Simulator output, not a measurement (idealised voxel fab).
process module | voxel capacitor over wiring
cross-section cut | 285 nm wide | cells 5 nm
A cross-section is a grid of square cells, given in bands from the top down. A band is one or more rows of cells.
Each band's line starts with the height of the band's top and of its bottom, in nm. Then come its materials from left to right, each with its width in nm. One material with "throughout" fills the band from edge to edge. "air" is empty space.
Height 0 is the level under which the wafer as received is all one material. The lowest band goes on downwards, as in "0 down".
A width such as "30 to 40" changes by the same amount from each row of cells to the next, from the band's top row to its bottom row.
"no change" after a step means that no cell of the cross-section changed.
closed voids: empty space of 8 cells or more with no open way to the top, each as width x height at its distance from the left edge, in nm
after a step's settings: what the simulator itself notes on the step
overlay nm, on a step with a mask: how far to the right of its planned place the mask lay; to the left if negative
plan
1 op RECEIVE | material Si
2 op CONFORMAL_DEP | material SiO2 | thk nm 10
3 op DIRECTIONAL_DEP | material TiN | thk nm 5
4 op DIRECTIONAL_DEP | material Ru | thk nm 25
5 op PATTERN | tone cover | mask id METAL_1 | material resist | width nm 20 | pitch nm 75 | thk nm 20 | overlay nm 0
6 op DIRECTIONAL_ETCH | etch materials Ru | depth nm 25
7 op DIRECTIONAL_ETCH | etch materials TiN | depth nm 5
8 op STRIP | etch materials resist
9 op CONFORMAL_DEP | material SiN | thk nm 5
10 op FILL_DEP | material lowk | thk nm 5
11 op CMP | height nm 40
12 op CONFORMAL_DEP | material SiCN | thk nm 5
13 op DIRECTIONAL_DEP | material SiO2 | thk nm 20
14 op DIRECTIONAL_DEP | material aC | thk nm 10
15 op PATTERN | tone open | mask id PLUG_1 | material resist | width nm 15 | thk nm 30 | overlay nm 0
16 op DIRECTIONAL_ETCH | etch materials aC | depth nm 10
17 op STRIP | etch materials resist
18 op DIRECTIONAL_ETCH | etch materials SiO2 | depth nm 20
19 op DIRECTIONAL_ETCH | etch materials SiCN | depth nm 5
20 op STRIP | etch materials aC
21 op EPI | material Ru | thk nm 10
22 op EPI | material Ru | thk nm 10
23 op EPI | material Ru | thk nm 5
24 op DIRECTIONAL_DEP | material TiN | thk nm 10
25 op DIRECTIONAL_DEP | material Al2O3 | thk nm 5
26 op DIRECTIONAL_DEP | material TiN | thk nm 5
27 op DIRECTIONAL_DEP | material aC | thk nm 15
28 op PATTERN | tone cover | mask id UPPER_PLATE | material resist | width nm 60 | thk nm 35 | overlay nm 0
29 op DIRECTIONAL_ETCH | etch materials aC | depth nm 15
30 op STRIP | etch materials resist
31 op DIRECTIONAL_ETCH | etch materials TiN | depth nm 5
32 op DIRECTIONAL_ETCH | etch materials Al2O3 | depth nm 5
33 op STRIP | etch materials aC
34 op MASKED_ETCH | tone cover | mask id LOWER_PLATE | width nm 70 | etch materials TiN | depth nm 10 | overlay nm 0
35 op FILL_DEP | material SiO2 | thk nm 20
36 op CMP | height nm 100
37 op PATTERN | tone open | mask id PLUG_2 | material resist | width nm 15 | thk nm 15 | overlay nm 0
38 op DIRECTIONAL_ETCH | etch materials SiO2 | depth nm 15
39 op STRIP | etch materials resist
40 op CONFORMAL_DEP | material TiN | thk nm 5
41 op FILL_DEP | material Cu | thk nm 5
42 op CMP | height nm 100
43 op CONFORMAL_DEP | material SiN | thk nm 5
as received, after step 1
  0 down: Si throughout
  closed voids: none
first wafer at the end, as planned
  105 to 100: SiN throughout
  100 to 90: SiO2 110 | TiN 5 | Cu 5 | TiN 5 | SiO2 160
  90 to 80: SiO2 110 to 100 | TiN 15 to 60 | SiO2 160 to 125
  80 to 75: SiO2 100 | Al2O3 60 | SiO2 125
  75 to 65: SiO2 95 | TiN 70 | SiO2 120
  65 to 45: SiO2 100 | Ru 15 | SiO2 170
  45 to 40: SiCN 100 | Ru 15 | SiCN 170
  40 to 15: lowk 90 | SiN 5 | Ru 20 | SiN 5 | lowk 45 | SiN 5 | Ru 20 | SiN 5 | lowk 90
  15 to 10: SiN 95 | TiN 20 | SiN 55 | TiN 20 | SiN 95
  10 to 0: SiO2 throughout
  0 down: Si throughout
  closed voids: none
second wafer at the end: like start, like plan, one mistake
  105 to 100: SiN throughout
  100 to 90: SiO2 110 | TiN 5 | Cu 5 | TiN 5 | SiO2 160
  90 to 80: SiO2 110 to 115 | TiN 15 to 45 | SiO2 160 to 125
  80 to 75: SiO2 115 | Al2O3 45 | SiO2 125
  75 to 70: SiO2 95 | TiN 70 | SiO2 120
  70 to 65: SiO2 95 | TiN 5 | Al2O3 15 | TiN 50 | SiO2 120
  65 to 55: SiO2 100 | TiN 15 | SiO2 170
  55 to 45: SiO2 100 | Ru 15 | SiO2 170
  45 to 40: SiCN 100 | Ru 15 | SiCN 170
  40 to 15: lowk 90 | SiN 5 | Ru 20 | SiN 5 | lowk 45 | SiN 5 | Ru 20 | SiN 5 | lowk 90
  15 to 10: SiN 95 | TiN 20 | SiN 55 | TiN 20 | SiN 95
  10 to 0: SiO2 throughout
  0 down: Si throughout
  closed voids: none
what went wrong: one of the steps 21 and 22, which are alike, was left out
at the end the second wafer has, in cells: 6 fewer of Ru | 6 more of SiO2
